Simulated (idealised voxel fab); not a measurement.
process module | voxel ribs on slabs
cross-section cut | 200 nm wide | cells 5 nm
A cross-section is a grid of square cells, given in bands from the top down. A band is one or more rows of cells.
Each band's line starts with the height of the band's top and of its bottom, in nm. Then come its materials from left to right, each with its width in nm. One material with "throughout" fills the band from edge to edge. "air" is empty space.
Height 0 is the level under which the wafer as received is all one material. The lowest band goes on downwards, as in "0 down".
A width such as "30 to 40" changes by the same amount from each row of cells to the next, from the band's top row to its bottom row.
"no change" after a step means that no cell of the cross-section changed.
closed voids: empty space of 8 cells or more with no open way to the top, each as width x height at its distance from the left edge, in nm
after a step's settings: what the simulator itself notes on the step
overlay nm, on a step with a mask: how far to the right of its planned place the mask lay; to the left if negative
plan
1 op RECEIVE | material Si
2 op DIRECTIONAL_DEP | material SiO2 | thk nm 25
3 op DIRECTIONAL_DEP | material polySi | thk nm 15
4 op MASKED_ETCH | tone cover | mask id RIB | width nm 20 | etch materials polySi | depth nm 10 | overlay nm 0
5 op MASKED_ETCH | tone cover | mask id SLAB | width nm 60 | etch materials polySi | depth nm 5 | overlay nm 0
6 op FILL_DEP | material SiO2 | thk nm 20
7 op CMP | height nm 55
8 op DIRECTIONAL_DEP | material TiN | thk nm 5
9 op PATTERN | tone cover | mask id HEATER | material resist | width nm 30 | thk nm 15 | overlay nm 0
10 op DIRECTIONAL_ETCH | etch materials TiN | depth nm 5
11 op STRIP | etch materials resist
12 op CONFORMAL_DEP | material SiN | thk nm 10
as received, after step 1
  0 down: Si throughout
  closed voids: none
a wafer at the end: this start, this plan, one mistake
  70 to 65: air 75 | SiN 50 | air 75
  65 to 60: SiN throughout
  60 to 55: SiN 85 | TiN 30 | SiN 85
  55 to 40: SiO2 throughout
  40 to 30: SiO2 90 | polySi 20 | SiO2 90
  30 to 25: SiO2 80 | polySi 60 | SiO2 60
  25 to 0: SiO2 throughout
  0 down: Si throughout
  closed voids: none
what went wrong: step 5 ran as: op MASKED_ETCH | tone cover | mask id SLAB | width nm 60 | etch materials polySi | depth nm 5 | overlay nm 10
